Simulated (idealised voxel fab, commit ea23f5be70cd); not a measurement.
Proc. module: voxel ribs on slabs
cross-section cut | 170 nm wide | cells 5 nm
Heads up, the way a cross-section reads in here is a grid of square cells, handed over as bands from the top down, with every band being one or more rows of cells.
It is stipulated that each band's entry specify, in nanometres, the height of the top of the band and then that of its bottom, followed by the materials of the band in left-to-right sequence, each together with its width in nanometres. A single material marked by the word "throughout" is understood to fill the band from edge to edge; the word "empty" is understood to denote empty space.
Height 0 is the level under which the wafer as received is all one material. The lowest band goes on downwards, as in "from 0 down".
A two-number width, for instance "30->40", indicates that the width is equal to the first number in the top row of the band and to the second number in the bottom row, and that it changes by a constant amount per row of cells.
When a step is marked "no alteration", none of the cells in the cross-section changed during that step.
Closed-off voids of 8+ cells (no open route to the top) go in "Trapped cavities", written width x height at distance from the left edge, in nm.
That trailing text on a step's line, after the settings, is the simulator's own remark on the step.
The optional step-line setting "overlay nm" applies to steps with a mask and quantifies how far to the right of its planned location the mask lay, a negative value indicating leftward placement.

Below is the list of planned process steps:
- 1: RECEIVE [material Si]
- 2: DIRECTIONAL_DEP [material SiO2] [thk nm 20]
- 3: DIRECTIONAL_DEP [material polySi] [thk nm 15]
- 4: MASKED_ETCH [tone cover] [mask id RIB] [width nm 30] [etch materials polySi] [depth nm 10] [overlay nm 0]
- 5: DIRECTIONAL_DEP [material aC] [thk nm 15]
- 6: PATTERN [tone cover] [mask id SLAB] [material resist] [width nm 70] [thk nm 35] [overlay nm 0]
- 7: DIRECTIONAL_ETCH [etch materials aC] [depth nm 15]
- 8: STRIP [etch materials resist]
- 9: DIRECTIONAL_ETCH [etch materials polySi] [depth nm 5]
- 10: STRIP [etch materials aC]
- 11: FILL_DEP [material SiO2] [thk nm 15]
- 12: CMP [height nm 45]
- 13: DIRECTIONAL_DEP [material W] [thk nm 10]
- 14: DIRECTIONAL_DEP [material aC] [thk nm 10]
- 15: PATTERN [tone cover] [mask id HEATER] [material resist] [width nm 40] [thk nm 25] [overlay nm 0]
- 16: DIRECTIONAL_ETCH [etch materials aC] [depth nm 10]
- 17: STRIP [etch materials resist]
- 18: DIRECTIONAL_ETCH [etch materials W] [depth nm 10]
- 19: STRIP [etch materials aC]
- 20: CONFORMAL_DEP [material SiN] [thk nm 10]

Run as planned: first of two wafers:

Delivered wafer in cross-section: state after step 1:
> from 0 down: Si throughout
> Trapped cavities: none

Cross-section of the wafer after step 2:
> from 20 to 0: SiO2 throughout
> Nothing below the height 0 has changed.

Cross-section of the wafer after step 3:
> from 35 to 20: polySi throughout
> Nothing below the height 20 has changed.

Cross-section of the wafer after step 4:
> from 35 to 25: empty 70 / polySi 30 / empty 70
> Nothing below the height 25 has changed.

Cross-section of the wafer after step 5:
> from 50 to 40: empty 70 / aC 30 / empty 70
> from 40 to 35: aC throughout
> from 35 to 25: aC 70 / polySi 30 / aC 70
> Nothing below the height 25 has changed.

Cross-section of the wafer after step 6:
> from 85 to 50: empty 50 / resist 70 / empty 50
> from 50 to 40: empty 50 / resist 20 / aC 30 / resist 20 / empty 50
> Nothing below the height 40 has changed.

Cross-section of the wafer after step 7:
> from 70 to 50: empty 50 / resist 70 / empty 50
> from 50 to 40: empty 50 / resist 20 / aC 30 / resist 20 / empty 50
> from 40 to 35: empty 50 / aC 70 / empty 50
> from 35 to 25: empty 50 / aC 20 / polySi 30 / aC 20 / empty 50
> Nothing below the height 25 has changed.

Cross-section of the wafer after step 8:
> from 50 to 40: empty 70 / aC 30 / empty 70
> Nothing below the height 40 has changed.

Cross-section of the wafer after step 9:
> from 50 to 40: empty 70 / aC 30 / empty 70
> from 40 to 35: empty 50 / aC 70 / empty 50
> from 35 to 25: empty 50 / aC 20 / polySi 30 / aC 20 / empty 50
> from 25 to 20: empty 50 / polySi 70 / empty 50
> Nothing below the height 20 has changed.

Cross-section of the wafer after step 10:
> from 35 to 25: empty 70 / polySi 30 / empty 70
> Nothing below the height 25 has changed.

Cross-section of the wafer after step 11:
> from 50 to 35: SiO2 throughout
> from 35 to 25: SiO2 70 / polySi 30 / SiO2 70
> from 25 to 20: SiO2 50 / polySi 70 / SiO2 50
> Nothing below the height 20 has changed.

Cross-section of the wafer after step 12:
> from 45 to 35: SiO2 throughout
> Nothing below the height 35 has changed.

Cross-section of the wafer after step 13:
> from 55 to 45: W throughout
> Nothing below the height 45 has changed.

Cross-section of the wafer after step 14:
> from 65 to 55: aC throughout
> Nothing below the height 55 has changed.

Cross-section of the wafer after step 15:
> from 90 to 65: empty 65 / resist 40 / empty 65
> Nothing below the height 65 has changed.

Cross-section of the wafer after step 16:
> from 80 to 65: empty 65 / resist 40 / empty 65
> from 65 to 55: empty 65 / aC 40 / empty 65
> Nothing below the height 55 has changed.

Cross-section of the wafer after step 17:
> from 65 to 55: empty 65 / aC 40 / empty 65
> Nothing below the height 55 has changed.

Cross-section of the wafer after step 18:
> from 65 to 55: empty 65 / aC 40 / empty 65
> from 55 to 45: empty 65 / W 40 / empty 65
> Nothing below the height 45 has changed.

Cross-section of the wafer after step 19:
> from 55 to 45: empty 65 / W 40 / empty 65
> Nothing below the height 45 has changed.

Cross-section of the wafer after step 20:
> from 65 to 55: empty 55 / SiN 60 / empty 55
> from 55 to 45: SiN 65 / W 40 / SiN 65
> Nothing below the height 45 has changed.

The remaining wafer, second of the two, started like the first and was run to the same plan, except that one mistake was made along the way; the two coincide through step 1, inclusive:

Cross-section of the second wafer at the time step 2 of the plan should have ended:
> from 15 to 0: polySi throughout
> Nothing below the height 0 has changed.

Cross-section of the second wafer at the time step 3 of the plan should have ended:
> from 35 to 15: SiO2 throughout
> Nothing below the height 15 has changed.

Cross-section of the second wafer at the time step 4 of the plan should have ended: no alteration

Cross-section of the second wafer at the time step 5 of the plan should have ended:
> from 50 to 35: aC throughout
> Nothing below the height 35 has changed.

Cross-section of the second wafer at the time step 6 of the plan should have ended:
> from 85 to 50: empty 50 / resist 70 / empty 50
> Nothing below the height 50 has changed.

Cross-section of the second wafer at the time step 7 of the plan should have ended:
> from 70 to 50: empty 50 / resist 70 / empty 50
> from 50 to 35: empty 50 / aC 70 / empty 50
> Nothing below the height 35 has changed.

Cross-section of the second wafer at the time step 8 of the plan should have ended:
> from 50 to 35: empty 50 / aC 70 / empty 50
> Nothing below the height 35 has changed.

Cross-section of the second wafer at the time step 9 of the plan should have ended: no alteration

Cross-section of the second wafer at the time step 10 of the plan should have ended:
> from 35 to 15: SiO2 throughout
> Nothing below the height 15 has changed.

Cross-section of the second wafer at the time step 11 of the plan should have ended:
> from 50 to 15: SiO2 throughout
> Nothing below the height 15 has changed.

Cross-section of the second wafer at the time step 12 of the plan should have ended:
> from 45 to 15: SiO2 throughout
> Nothing below the height 15 has changed.

Cross-section of the second wafer at the time step 13 of the plan should have ended:
> from 55 to 45: W throughout
> Nothing below the height 45 has changed.

Cross-section of the second wafer at the time step 14 of the plan should have ended:
> from 65 to 55: aC throughout
> Nothing below the height 55 has changed.

Cross-section of the second wafer at the time step 15 of the plan should have ended:
> from 90 to 65: empty 65 / resist 40 / empty 65
> Nothing below the height 65 has changed.

Cross-section of the second wafer at the time step 16 of the plan should have ended:
> from 80 to 65: empty 65 / resist 40 / empty 65
> from 65 to 55: empty 65 / aC 40 / empty 65
> Nothing below the height 55 has changed.

Cross-section of the second wafer at the time step 17 of the plan should have ended:
> from 65 to 55: empty 65 / aC 40 / empty 65
> Nothing below the height 55 has changed.

Cross-section of the second wafer at the time step 18 of the plan should have ended:
> from 65 to 55: empty 65 / aC 40 / empty 65
> from 55 to 45: empty 65 / W 40 / empty 65
> Nothing below the height 45 has changed.

Cross-section of the second wafer at the time step 19 of the plan should have ended:
> from 55 to 45: empty 65 / W 40 / empty 65
> Nothing below the height 45 has changed.

Cross-section of the second wafer at the time step 20 of the plan should have ended:
> from 65 to 55: empty 55 / SiN 60 / empty 55
> from 55 to 45: SiN 65 / W 40 / SiN 65
> Nothing below the height 45 has changed.
Error vs. plan: steps 2 and 3 were swapped
FYI, end of process, the second wafer has more or fewer cells of some materials than the first: 76 fewer of SiO2, 76 more of polySi
